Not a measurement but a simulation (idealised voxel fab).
The process module presented herein is designated voxel wiring stack.
Each square cell in cross-section cut measures 5 nm, and the section as a whole is 190 nm wide.
Bands, listed from the top down, are how a cross-section gets written in this document; the cross-section itself is a grid of square cells, and a band is one or more rows of them. In this notation a band is specified by the heights of its top and bottom, in that order and in nm, after which its materials appear from left to right, each paired with its width in nm. The word "full width" attached to a single material means that material fills the band from edge to edge; the word "air" stands for empty space. Basically, 0 is our baseline, since under it the wafer straight out of the box is all one material. The bottom band has no lower end and keeps on going down, so it looks like "z 0 and below". Per-row width for "30->40": begins at first number (top row of band), ends at second number (bottom row), increment between rows held constant. You'll sometimes find "nothing different" written for a step, and that's the way of saying that nowhere in the cross-section did a cell change during that step. "Closed cavities" specifies each empty space that is not open to the top and that occupies no fewer than 8 cells, using the form width x height at distance, the distance measured from the left edge and all three quantities in nm. Formally, on a step line, whatever follows the settings is a remark that the simulator itself makes on the step. For masked steps, "overlay nm" on the step line gives how far right of plan the mask actually lay; a minus sign means it lay to the left.
-- So here's the lineup of process steps we planned
| 1 | RECEIVE (material Si) |
| 2 | CONFORMAL_DEP (material SiO2; thk nm 10) |
| 3 | CONFORMAL_DEP (material SiCN; thk nm 5) |
| 4 | DIRECTIONAL_DEP (material SiO2; thk nm 25) |
| 5 | MASKED_ETCH (tone open; mask id METAL_1; width nm 30; pitch nm 55; etch materials SiO2; depth nm 25; overlay nm 0) |
| 6 | MASKED_ETCH (tone open; mask id METAL_1; width nm 30; pitch nm 55; etch materials SiCN; depth nm 5; overlay nm 0) |
| 7 | CONFORMAL_DEP (material TiN; thk nm 5) |
| 8 | FILL_DEP (material Cu; thk nm 10) |
| 9 | CMP (height nm 40) |
| 10 | EPI (material Ru; thk nm 5) |
| 11 | FILL_DEP (material SiCN; thk nm 5) |
| 12 | DIRECTIONAL_DEP (material lowk; thk nm 10) |
| 13 | MASKED_ETCH (tone open; mask id PLUG_1; width nm 15; pitch nm 55; etch materials lowk; depth nm 10; overlay nm 0) |
| 14 | MASKED_ETCH (tone open; mask id PLUG_1; width nm 15; pitch nm 55; etch materials SiCN; depth nm 5; overlay nm 0) |
| 15 | EPI (material Ru; thk nm 10) |
| 16 | EPI (material Ru; thk nm 5) |
| 17 | DIRECTIONAL_DEP (material TiN; thk nm 5) |
| 18 | DIRECTIONAL_DEP (material W; thk nm 25) |
| 19 | PATTERN (tone cover; mask id METAL_2; material resist; width nm 30; pitch nm 55; thk nm 20; overlay nm 0) |
| 20 | DIRECTIONAL_ETCH (etch materials W; depth nm 25) |
| 21 | DIRECTIONAL_ETCH (etch materials TiN; depth nm 5) |
| 22 | STRIP (etch materials resist) |
| 23 | CONFORMAL_DEP (material SiCN; thk nm 5) |
| 24 | FILL_DEP (material lowk; thk nm 5) |
| 25 | CMP (height nm 90) |
| 26 | CONFORMAL_DEP (material SiCN; thk nm 5) |
| 27 | DIRECTIONAL_DEP (material lowk; thk nm 15) |
| 28 | DIRECTIONAL_DEP (material aC; thk nm 15) |
| 29 | PATTERN (tone open; mask id PLUG_2; material resist; width nm 15; thk nm 30; overlay nm 0) |
| 30 | DIRECTIONAL_ETCH (etch materials aC; depth nm 15) |
| 31 | STRIP (etch materials resist) |
| 32 | DIRECTIONAL_ETCH (etch materials lowk; depth nm 15) |
| 33 | DIRECTIONAL_ETCH (etch materials SiCN; depth nm 5) |
| 34 | STRIP (etch materials aC) |
| 35 | EPI (material Ru; thk nm 10) |
| 36 | EPI (material Ru; thk nm 10) |
| 37 | DIRECTIONAL_DEP (material TiN; thk nm 5) |
| 38 | DIRECTIONAL_DEP (material Ru; thk nm 15) |
| 39 | DIRECTIONAL_DEP (material aC; thk nm 15) |
| 40 | PATTERN (tone cover; mask id METAL_3; material resist; width nm 30; pitch nm 55; thk nm 30; overlay nm 0) |
| 41 | DIRECTIONAL_ETCH (etch materials aC; depth nm 15) |
| 42 | STRIP (etch materials resist) |
| 43 | DIRECTIONAL_ETCH (etch materials Ru; depth nm 15) |
| 44 | DIRECTIONAL_ETCH (etch materials TiN; depth nm 5) |
| 45 | STRIP (etch materials aC) |
| 46 | CONFORMAL_DEP (material SiN; thk nm 5) |
| 47 | FILL_DEP (material SiO2; thk nm 10) |
| 48 | CMP (height nm 130) |
| 49 | CONFORMAL_DEP (material SiN; thk nm 5) |
-- Step 1 complete: cross-section of the wafer as received
    z 0 and below  Si full width
    Closed cavities: none
-- First of two wafers, end-of-module section, run followed plan
    z 135 to 130  SiN full width
    z 130 to 115  45 of SiO2  5 of SiN  30 of Ru  5 of SiN  15 of SiO2  5 of SiN  30 of Ru  5 of SiN  50 of SiO2
    z 115 to 110  50 of SiN  30 of TiN  25 of SiN  30 of TiN  55 of SiN
    z 110 to 95  50 of lowk  15 of Ru  125 of lowk
    z 95 to 90  50 of SiCN  15 of Ru  125 of SiCN
    z 90 to 65  45 of lowk  5 of SiCN  30 of W  5 of SiCN  15 of lowk  5 of SiCN  30 of W  5 of SiCN  50 of lowk
    z 65 to 60  50 of SiCN  30 of TiN  25 of SiCN  30 of TiN  55 of SiCN
    z 60 to 50  50 of lowk  15 of Ru  40 of lowk  15 of Ru  70 of lowk
    z 50 to 40  50->45 of SiCN  15->40 of Ru  40->15 of SiCN  15->40 of Ru  70->50 of SiCN
    z 40 to 15  50 of SiO2  5 of TiN  20 of Cu  5 of TiN  25 of SiO2  5 of TiN  20 of Cu  5 of TiN  55 of SiO2
    z 15 to 10  50 of SiCN  30 of TiN  25 of SiCN  30 of TiN  55 of SiCN
    z 10 to 0  SiO2 full width
    z 0 and below  Si full width
    Closed cavities: none
-- Module end: cross-section of wafer two of two. Same start and process plan as the first wafer. One mistake during execution
    z 135 to 130  SiN full width
    z 130 to 125  45 of SiO2  20 of SiN  15 of Ru  5 of SiN  15 of SiO2  5 of SiN  30 of Ru  5 of SiN  50 of SiO2
    z 125 to 115  45 of SiO2  5 of SiN  30 of Ru  5 of SiN  15 of SiO2  5 of SiN  30 of Ru  5 of SiN  50 of SiO2
    z 115 to 110  50 of SiN  15 of Ru  15 of TiN  25 of SiN  30 of TiN  55 of SiN
    z 110 to 105  50 of SiCN  15 of TiN  125 of SiCN
    z 105 to 90  lowk full width
    z 90 to 65  45 of lowk  5 of SiCN  30 of W  5 of SiCN  15 of lowk  5 of SiCN  30 of W  5 of SiCN  50 of lowk
    z 65 to 60  50 of SiCN  30 of TiN  25 of SiCN  30 of TiN  55 of SiCN
    z 60 to 50  50 of lowk  15 of Ru  40 of lowk  15 of Ru  70 of lowk
    z 50 to 40  50->45 of SiCN  15->40 of Ru  40->15 of SiCN  15->40 of Ru  70->50 of SiCN
    z 40 to 15  50 of SiO2  5 of TiN  20 of Cu  5 of TiN  25 of SiO2  5 of TiN  20 of Cu  5 of TiN  55 of SiO2
    z 15 to 10  50 of SiCN  30 of TiN  25 of SiCN  30 of TiN  55 of SiCN
    z 10 to 0  SiO2 full width
    z 0 and below  Si full width
    Closed cavities: none
What was done differently from what was planned? sequence error: steps 26 and 27 interchanged
Cell-count delta at end, second wafer over first, by material: Ru -12; SiN +3; lowk +9
